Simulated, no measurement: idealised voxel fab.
Process module under the name voxel wiring stack
The cross-section on display is named cut; it measures 180 nm wide, and its cells are 5 nm squares.
Notation: cross-section as square-cell grid; stated in bands, top first, going down; one or more cell rows per band.
Within each band entry, the heights of the top and of the bottom of the band appear first, in that order and in nm; the materials of the band then follow from left to right, each with its corresponding width in nm. The designation "throughout" on a single material indicates that it fills the band from edge to edge; the designation "blank" indicates empty space.
Heights are measured from 0, the level below which the as-received wafer is all one material; the lowest band has no bottom and continues downward, written as in "0 nm and below".
Per-row width for "30 to 40": begins at first number (top row of band), ends at second number (bottom row), increment between rows held constant.
Take "no modifications" at face value: in the step it is given for, the cross-section changed in none of its cells.
"Fully closed voids" - sealed voids, min. 8 cells, no opening to top; format: width x height at distance (distance from left edge; nm throughout).
On a step's line, text after the settings is the simulator commenting on that step.
What "overlay nm" on a step's line means: if the step has a mask, that mask lay this far to the right of its planned place, or, when the value is negative, to the left.
## Process steps foreseen in the plan
1 RECEIVE [material Si]
2 CONFORMAL_DEP [material SiO2] [thk nm 10]
3 DIRECTIONAL_DEP [material TiN] [thk nm 5]
4 DIRECTIONAL_DEP [material Ru] [thk nm 20]
5 PATTERN [tone cover] [mask id METAL_1] [material resist] [width nm 30] [pitch nm 45] [thk nm 15] [overlay nm 0]
6 DIRECTIONAL_ETCH [etch materials Ru] [depth nm 20]
7 DIRECTIONAL_ETCH [etch materials TiN] [depth nm 5]
8 STRIP [etch materials resist]
9 FILL_DEP [material lowk] [thk nm 5]
10 CMP [height nm 35]
11 CONFORMAL_DEP [material SiCN] [thk nm 5]
12 DIRECTIONAL_DEP [material lowk] [thk nm 15]
13 MASKED_ETCH [tone open] [mask id PLUG_1] [width nm 15] [pitch nm 45] [etch materials lowk] [depth nm 15] [overlay nm 0]
14 MASKED_ETCH [tone open] [mask id PLUG_1] [width nm 15] [pitch nm 45] [etch materials SiCN] [depth nm 5] [overlay nm 0]
15 CONFORMAL_DEP [material TiN] [thk nm 5]
16 FILL_DEP [material Cu] [thk nm 5]
17 CMP [height nm 55]
18 DIRECTIONAL_DEP [material TiN] [thk nm 5]
19 DIRECTIONAL_DEP [material W] [thk nm 25]
20 DIRECTIONAL_DEP [material aC] [thk nm 15]
21 PATTERN [tone cover] [mask id METAL_2] [material resist] [width nm 30] [pitch nm 45] [thk nm 35] [overlay nm 0]
22 DIRECTIONAL_ETCH [etch materials aC] [depth nm 15]
23 STRIP [etch materials resist]
24 DIRECTIONAL_ETCH [etch materials W] [depth nm 25]
25 DIRECTIONAL_ETCH [etch materials TiN] [depth nm 5]
26 STRIP [etch materials aC]
27 CONFORMAL_DEP [material SiN] [thk nm 5]
28 FILL_DEP [material lowk] [thk nm 10]
29 CMP [height nm 85]
30 CONFORMAL_DEP [material SiCN] [thk nm 5]
31 DIRECTIONAL_DEP [material lowk] [thk nm 10]
32 MASKED_ETCH [tone open] [mask id PLUG_2] [width nm 15] [etch materials lowk] [depth nm 10] [overlay nm 0]
33 MASKED_ETCH [tone open] [mask id PLUG_2] [width nm 15] [etch materials SiCN] [depth nm 5] [overlay nm 0]
34 EPI [material Ru] [thk nm 10]
35 EPI [material Ru] [thk nm 5]
36 DIRECTIONAL_DEP [material TiN] [thk nm 5]
37 DIRECTIONAL_DEP [material W] [thk nm 25]
38 MASKED_ETCH [tone cover] [mask id METAL_3] [width nm 30] [pitch nm 45] [etch materials W] [depth nm 25] [overlay nm 0]
39 MASKED_ETCH [tone cover] [mask id METAL_3] [width nm 30] [pitch nm 45] [etch materials TiN] [depth nm 5] [overlay nm 0]
40 FILL_DEP [material lowk] [thk nm 5]
41 CMP [height nm 130]
42 CONFORMAL_DEP [material SiN] [thk nm 5]
## First of two wafers - as planned
## So this is the incoming wafer in cross-section - it's already been through step 1
* 0 nm and below  Si throughout
* Fully closed voids: none
## Step 2 done - wafer cross-section
* 10 nm to 0 nm  SiO2 throughout
* Below 0, the layers are the same as they were.
## Step 3 done - wafer cross-section
* 15 nm to 10 nm  TiN throughout
* Below 10, the layers are the same as they were.
## Step 4 done - wafer cross-section
* 35 nm to 15 nm  Ru throughout
* Below 15, the layers are the same as they were.
## Step 5 done - wafer cross-section
* 50 nm to 35 nm  blank 50, then resist 30, then blank 15, then resist 30, then blank 55
* Below 35, the layers are the same as they were.
## Step 6 done - wafer cross-section
* 50 nm to 35 nm  blank 50, then resist 30, then blank 15, then resist 30, then blank 55
* 35 nm to 15 nm  blank 50, then Ru 30, then blank 15, then Ru 30, then blank 55
* Below 15, the layers are the same as they were.
## Step 7 done - wafer cross-section
* 50 nm to 35 nm  blank 50, then resist 30, then blank 15, then resist 30, then blank 55
* 35 nm to 15 nm  blank 50, then Ru 30, then blank 15, then Ru 30, then blank 55
* 15 nm to 10 nm  blank 50, then TiN 30, then blank 15, then TiN 30, then blank 55
* Below 10, the layers are the same as they were.
## Step 8 done - wafer cross-section
* 35 nm to 15 nm  blank 50, then Ru 30, then blank 15, then Ru 30, then blank 55
* Below 15, the layers are the same as they were.
## Step 9 done - wafer cross-section
* 40 nm to 35 nm  lowk throughout
* 35 nm to 15 nm  lowk 50, then Ru 30, then lowk 15, then Ru 30, then lowk 55
* 15 nm to 10 nm  lowk 50, then TiN 30, then lowk 15, then TiN 30, then lowk 55
* Below 10, the layers are the same as they were.
## Step 10 done - wafer cross-section
* 35 nm to 15 nm  lowk 50, then Ru 30, then lowk 15, then Ru 30, then lowk 55
* Below 15, the layers are the same as they were.
## Step 11 done - wafer cross-section
* 40 nm to 35 nm  SiCN throughout
* Below 35, the layers are the same as they were.
## Step 12 done - wafer cross-section
* 55 nm to 40 nm  lowk throughout
* Below 40, the layers are the same as they were.
## Step 13 done - wafer cross-section
* 55 nm to 40 nm  lowk 50, then blank 15, then lowk 30, then blank 15, then lowk 70
* Below 40, the layers are the same as they were.
## Step 14 done - wafer cross-section
* 55 nm to 40 nm  lowk 50, then blank 15, then lowk 30, then blank 15, then lowk 70
* 40 nm to 35 nm  SiCN 50, then blank 15, then SiCN 30, then blank 15, then SiCN 70
* Below 35, the layers are the same as they were.
## Step 15 done - wafer cross-section
* 60 nm to 55 nm  TiN 55, then blank 5, then TiN 40, then blank 5, then TiN 75
* 55 nm to 40 nm  lowk 50, then TiN 5, then blank 5, then TiN 5, then lowk 30, then TiN 5, then blank 5, then TiN 5, then lowk 70
* 40 nm to 35 nm  SiCN 50, then TiN 15, then SiCN 30, then TiN 15, then SiCN 70
* Below 35, the layers are the same as they were.
## Step 16 done - wafer cross-section
* 65 nm to 60 nm  Cu throughout
* 60 nm to 55 nm  TiN 55, then Cu 5, then TiN 40, then Cu 5, then TiN 75
* 55 nm to 40 nm  lowk 50, then TiN 5, then Cu 5, then TiN 5, then lowk 30, then TiN 5, then Cu 5, then TiN 5, then lowk 70
* Below 40, the layers are the same as they were.
## Step 17 done - wafer cross-section
* 55 nm to 40 nm  lowk 50, then TiN 5, then Cu 5, then TiN 5, then lowk 30, then TiN 5, then Cu 5, then TiN 5, then lowk 70
* Below 40, the layers are the same as they were.
## Step 18 done - wafer cross-section
* 60 nm to 55 nm  TiN throughout
* Below 55, the layers are the same as they were.
## Step 19 done - wafer cross-section
* 85 nm to 60 nm  W throughout
* Below 60, the layers are the same as they were.
## Step 20 done - wafer cross-section
* 100 nm to 85 nm  aC throughout
* Below 85, the layers are the same as they were.
## Step 21 done - wafer cross-section
* 135 nm to 100 nm  blank 50, then resist 30, then blank 15, then resist 30, then blank 55
* Below 100, the layers are the same as they were.
## Step 22 done - wafer cross-section
* 120 nm to 100 nm  blank 50, then resist 30, then blank 15, then resist 30, then blank 55
* 100 nm to 85 nm  blank 50, then aC 30, then blank 15, then aC 30, then blank 55
* Below 85, the layers are the same as they were.
## Step 23 done - wafer cross-section
* 100 nm to 85 nm  blank 50, then aC 30, then blank 15, then aC 30, then blank 55
* Below 85, the layers are the same as they were.
## Step 24 done - wafer cross-section
* 100 nm to 85 nm  blank 50, then aC 30, then blank 15, then aC 30, then blank 55
* 85 nm to 60 nm  blank 50, then W 30, then blank 15, then W 30, then blank 55
* Below 60, the layers are the same as they were.
## Step 25 done - wafer cross-section
* 100 nm to 85 nm  blank 50, then aC 30, then blank 15, then aC 30, then blank 55
* 85 nm to 60 nm  blank 50, then W 30, then blank 15, then W 30, then blank 55
* 60 nm to 55 nm  blank 50, then TiN 30, then blank 15, then TiN 30, then blank 55
* Below 55, the layers are the same as they were.
## Step 26 done - wafer cross-section
* 85 nm to 60 nm  blank 50, then W 30, then blank 15, then W 30, then blank 55
* Below 60, the layers are the same as they were.
## Step 27 done - wafer cross-section
* 90 nm to 85 nm  blank 45, then SiN 40, then blank 5, then SiN 40, then blank 50
* 85 nm to 60 nm  blank 45, then SiN 5, then W 30, then SiN 5, then blank 5, then SiN 5, then W 30, then SiN 5, then blank 50
* 60 nm to 55 nm  SiN 50, then TiN 30, then SiN 15, then TiN 30, then SiN 55
* Below 55, the layers are the same as they were.
## Step 28 done - wafer cross-section
* 100 nm to 90 nm  lowk throughout
* 90 nm to 85 nm  lowk 45, then SiN 40, then lowk 5, then SiN 40, then lowk 50
* 85 nm to 60 nm  lowk 45, then SiN 5, then W 30, then SiN 5, then lowk 5, then SiN 5, then W 30, then SiN 5, then lowk 50
* Below 60, the layers are the same as they were.
## Step 29 done - wafer cross-section
* 85 nm to 60 nm  lowk 45, then SiN 5, then W 30, then SiN 5, then lowk 5, then SiN 5, then W 30, then SiN 5, then lowk 50
* Below 60, the layers are the same as they were.
## Step 30 done - wafer cross-section
* 90 nm to 85 nm  SiCN throughout
* Below 85, the layers are the same as they were.
## Step 31 done - wafer cross-section
* 100 nm to 90 nm  lowk throughout
* Below 90, the layers are the same as they were.
## Step 32 done - wafer cross-section
* 100 nm to 90 nm  lowk 50, then blank 15, then lowk 115
* Below 90, the layers are the same as they were.
## Step 33 done - wafer cross-section
* 100 nm to 90 nm  lowk 50, then blank 15, then lowk 115
* 90 nm to 85 nm  SiCN 50, then blank 15, then SiCN 115
* Below 85, the layers are the same as they were.
## Step 34 done - wafer cross-section
* 100 nm to 95 nm  lowk 50, then blank 15, then lowk 115
* 95 nm to 90 nm  lowk 50, then Ru 15, then lowk 115
* 90 nm to 85 nm  SiCN 50, then Ru 15, then SiCN 115
* Below 85, the layers are the same as they were.
## Step 35 done - wafer cross-section
* 100 nm to 90 nm  lowk 50, then Ru 15, then lowk 115
* Below 90, the layers are the same as they were.
## Step 36 done - wafer cross-section
* 105 nm to 100 nm  TiN throughout
* Below 100, the layers are the same as they were.
## Step 37 done - wafer cross-section
* 130 nm to 105 nm  W throughout
* Below 105, the layers are the same as they were.
## Step 38 done - wafer cross-section
* 130 nm to 105 nm  blank 50, then W 30, then blank 15, then W 30, then blank 55
* Below 105, the layers are the same as they were.
## Step 39 done - wafer cross-section
* 130 nm to 105 nm  blank 50, then W 30, then blank 15, then W 30, then blank 55
* 105 nm to 100 nm  blank 50, then TiN 30, then blank 15, then TiN 30, then blank 55
* Below 100, the layers are the same as they were.
## Step 40 done - wafer cross-section
* 135 nm to 130 nm  lowk throughout
* 130 nm to 105 nm  lowk 50, then W 30, then lowk 15, then W 30, then lowk 55
* 105 nm to 100 nm  lowk 50, then TiN 30, then lowk 15, then TiN 30, then lowk 55
* Below 100, the layers are the same as they were.
## Step 41 done - wafer cross-section
* 130 nm to 105 nm  lowk 50, then W 30, then lowk 15, then W 30, then lowk 55
* Below 105, the layers are the same as they were.
## Step 42 done - wafer cross-section
* 135 nm to 130 nm  SiN throughout
* Below 130, the layers are the same as they were.
## The second wafer: identical to the first at the outset and in its planned sequence, differing only in that one mistake was made during processing; up to and including step 37, its path is the first wafer's path
## What the second wafer looks like in cross-section when step 38 should have wrapped up
* 130 nm to 105 nm  blank 40, then W 30, then blank 15, then W 30, then blank 65
* Below 105, the layers are the same as they were.
## What the second wafer looks like in cross-section when step 39 should have wrapped up
* 130 nm to 105 nm  blank 40, then W 30, then blank 15, then W 30, then blank 65
* 105 nm to 100 nm  blank 40, then TiN 40, then blank 5, then TiN 40, then blank 55
* Below 100, the layers are the same as they were.
## What the second wafer looks like in cross-section when step 40 should have wrapped up
* 135 nm to 130 nm  lowk throughout
* 130 nm to 105 nm  lowk 40, then W 30, then lowk 15, then W 30, then lowk 65
* 105 nm to 100 nm  lowk 40, then TiN 40, then lowk 5, then TiN 40, then lowk 55
* Below 100, the layers are the same as they were.
## What the second wafer looks like in cross-section when step 41 should have wrapped up
* 130 nm to 105 nm  lowk 40, then W 30, then lowk 15, then W 30, then lowk 65
* Below 105, the layers are the same as they were.
## What the second wafer looks like in cross-section when step 42 should have wrapped up
* 135 nm to 130 nm  SiN throughout
* Below 130, the layers are the same as they were.
What went wrong in running the wafer? not per plan at step 38, really ran MASKED_ETCH [tone cover] [mask id METAL_3] [width nm 30] [pitch nm 45] [etch materials W] [depth nm 25] [overlay nm -10]
Final comparison by cell count, materials where the second wafer has more or fewer than the first: 4 more of TiN | 4 fewer of lowk
